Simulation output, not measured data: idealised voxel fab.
Process module name: voxel transistor to metal
Pictured: cross-section cut, 145 nm wide, on a grid of 5 nm square cells.
A cross-section is a grid of square cells, given in bands from the top down. A band is one or more rows of cells.
Band entry format. Leading values: height of top, height of bottom, nm. Remainder: materials in left-to-right order, each with its width in nm. Special words: "throughout" on a single material, which then fills the band edge to edge; "blank", empty space.
The level at which height equals 0 is the one under which the wafer, as it arrives, is entirely one material. No lower edge exists for the bottom band, which continues downward and is notated as in "0 -> down".
The two numbers in a width such as "30->40" mark its ends across the band: the first belongs to the top row of cells, the second to the bottom row, and from each row to the next the width moves by the same amount.
Where a step carries "stayed the same", the cross-section came out of it unchanged, cell for cell.
If an empty space has no open way to the top and is at least 8 cells in size, "Sealed voids" lists it, written width x height at distance, where distance is measured from the left edge and every value is in nm.
That trailing text on a step's line, after the settings, is the simulator's own remark on the step.
overlay nm: where the mask lay relative to plan, measured to the right, on steps with a mask; negatives go left.
### The planned process steps are enumerated hereunder
1: RECEIVE with material Si
2: OXIDIZE with depth nm 5
3: CONFORMAL_DEP with material SiN, thk nm 10
4: MASKED_ETCH with tone cover, mask id ACTIVE, width nm 95, etch materials SiN, depth nm 10, overlay nm 0
5: MASKED_ETCH with tone cover, mask id ACTIVE, width nm 95, etch materials SiO2, depth nm 5, overlay nm 0
6: MASKED_ETCH with tone cover, mask id ACTIVE, width nm 95, etch materials Si, depth nm 20, overlay nm 0
7: FILL_DEP with material SiO2, thk nm 10
8: CMP with height nm 10
9: SELECTIVE_ETCH with etch materials SiO2, depth nm 5
10: STRIP with etch materials SiN
11: SELECTIVE_ETCH with etch materials SiO2, depth nm 5
12: OXIDIZE with depth nm 5
13: DIRECTIONAL_DEP with material polySi, thk nm 25
14: DIRECTIONAL_DEP with material SiCN, thk nm 10
15: MASKED_ETCH with tone cover, mask id GATE, width nm 25, etch materials SiCN, depth nm 20, overlay nm 0
16: MASKED_ETCH with tone cover, mask id GATE, width nm 25, etch materials polySi, depth nm 35, overlay nm 0
17: CONFORMAL_DEP with material SiN, thk nm 10
18: DIRECTIONAL_ETCH with etch materials SiN, depth nm 10
19: DIRECTIONAL_ETCH with etch materials SiO2, depth nm 5
20: DIRECTIONAL_ETCH with etch materials Si, depth nm 15
21: EPI with material SiGe, thk nm 20
22: FILL_DEP with material SiO2, thk nm 10
23: CMP with height nm 30
24: DIRECTIONAL_DEP with material SiO2, thk nm 15
25: DIRECTIONAL_DEP with material aC, thk nm 15
26: PATTERN with tone open, mask id CONTACT, material resist, width nm 25, pitch nm 60, thk nm 30, overlay nm 0
27: DIRECTIONAL_ETCH with etch materials aC, depth nm 15
28: STRIP with etch materials resist
29: DIRECTIONAL_ETCH with etch materials SiO2, depth nm 35
30: STRIP with etch materials aC
31: CONFORMAL_DEP with material TiN, thk nm 5
32: FILL_DEP with material Ru, thk nm 5
33: CMP with height nm 45
34: CONFORMAL_DEP with material SiN, thk nm 5
35: DIRECTIONAL_DEP with material SiO2, thk nm 20
36: PATTERN with tone open, mask id METAL_1, material resist, width nm 15, pitch nm 70, thk nm 15, overlay nm 0
37: DIRECTIONAL_ETCH with etch materials SiO2, depth nm 20
38: DIRECTIONAL_ETCH with etch materials SiN, depth nm 5
39: STRIP with etch materials resist
40: CONFORMAL_DEP with material TiN, thk nm 5
41: FILL_DEP with material W, thk nm 5
42: CMP with height nm 70
43: CONFORMAL_DEP with material SiCN, thk nm 5
### Delivered wafer in cross-section: state after step 1
> 0 -> down | Si throughout
> Sealed voids: none
### Wafer cross-section at module end: first of two, run to plan
> 75 -> 70 | SiCN throughout
> 70 -> 50 | SiO2 30 nm, TiN 5 nm, W 5 nm, TiN 5 nm, SiO2 55 nm, TiN 5 nm, W 5 nm, TiN 5 nm, SiO2 30 nm
> 50 -> 45 | SiN 30 nm, TiN 15 nm, SiN 55 nm, TiN 15 nm, SiN 30 nm
> 45 -> 35 | SiO2 30 nm, TiN 5 nm, Ru 15 nm, TiN 5 nm, SiO2 35 nm, TiN 5 nm, Ru 15 nm, TiN 5 nm, SiO2 30 nm
> 35 -> 30 | SiO2 30 nm, TiN 5 nm, Ru 10 nm, TiN 10 nm, SiO2 35 nm, TiN 10 nm, Ru 10 nm, TiN 5 nm, SiO2 30 nm
> 30 -> 20 | SiO2 30 nm, TiN 5 nm, Ru 10 nm, TiN 5 nm, SiN 10 nm, SiCN 25 nm, SiN 10 nm, TiN 5 nm, Ru 10 nm, TiN 5 nm, SiO2 30 nm
> 20 -> 15 | SiO2 30 nm, TiN 5 nm, Ru 10 nm, TiN 5 nm, SiN 10 nm, polySi 25 nm, SiN 10 nm, TiN 5 nm, Ru 10 nm, TiN 5 nm, SiO2 30 nm
> 15 -> 10 | SiO2 30 nm, TiN 20 nm, SiN 10 nm, polySi 25 nm, SiN 10 nm, TiN 20 nm, SiO2 30 nm
> 10 -> 0 | SiO2 20 nm, SiGe 30 nm, SiN 10 nm, polySi 25 nm, SiN 10 nm, SiGe 30 nm, SiO2 20 nm
> 0 -> -5 | SiO2 20 nm, SiN 10 nm, SiGe 20 nm, SiN 10 nm, polySi 25 nm, SiN 10 nm, SiGe 20 nm, SiN 10 nm, SiO2 20 nm
> -5 -> -10 | SiO2 30 nm, SiGe 20 nm, SiO2 45 nm, SiGe 20 nm, SiO2 30 nm
> -10 -> -25 | SiO2 25 nm, Si 5 nm, SiGe 20 nm, Si 45 nm, SiGe 20 nm, Si 5 nm, SiO2 25 nm
> -25 -> down | Si throughout
> Sealed voids: none
### Cross-sectional image of the second wafer of the two following completion of the module. Starting state and process plan were the same as for the first wafer; one execution error occurred
> 75 -> 70 | SiCN throughout
> 70 -> 65 | SiN 30 nm, TiN 15 nm, SiN 55 nm, TiN 15 nm, SiN 30 nm
> 65 -> 45 | SiO2 throughout
> 45 -> 35 | SiO2 30 nm, TiN 5 nm, Ru 15 nm, TiN 5 nm, SiO2 35 nm, TiN 5 nm, Ru 15 nm, TiN 5 nm, SiO2 30 nm
> 35 -> 30 | SiO2 30 nm, TiN 5 nm, Ru 10 nm, TiN 10 nm, SiO2 35 nm, TiN 10 nm, Ru 10 nm, TiN 5 nm, SiO2 30 nm
> 30 -> 20 | SiO2 30 nm, TiN 5 nm, Ru 10 nm, TiN 5 nm, SiN 10 nm, SiCN 25 nm, SiN 10 nm, TiN 5 nm, Ru 10 nm, TiN 5 nm, SiO2 30 nm
> 20 -> 15 | SiO2 30 nm, TiN 5 nm, Ru 10 nm, TiN 5 nm, SiN 10 nm, polySi 25 nm, SiN 10 nm, TiN 5 nm, Ru 10 nm, TiN 5 nm, SiO2 30 nm
> 15 -> 10 | SiO2 30 nm, TiN 20 nm, SiN 10 nm, polySi 25 nm, SiN 10 nm, TiN 20 nm, SiO2 30 nm
> 10 -> 0 | SiO2 20 nm, SiGe 30 nm, SiN 10 nm, polySi 25 nm, SiN 10 nm, SiGe 30 nm, SiO2 20 nm
> 0 -> -5 | SiO2 20 nm, SiN 10 nm, SiGe 20 nm, SiN 10 nm, polySi 25 nm, SiN 10 nm, SiGe 20 nm, SiN 10 nm, SiO2 20 nm
> -5 -> -10 | SiO2 30 nm, SiGe 20 nm, SiO2 45 nm, SiGe 20 nm, SiO2 30 nm
> -10 -> -25 | SiO2 25 nm, Si 5 nm, SiGe 20 nm, Si 45 nm, SiGe 20 nm, Si 5 nm, SiO2 25 nm
> -25 -> down | Si throughout
> Sealed voids: none
What was done differently from what was planned? steps 34 and 35 swapped
at the end the second wafer has, in cells: +24 SiO2, -16 TiN, -8 W
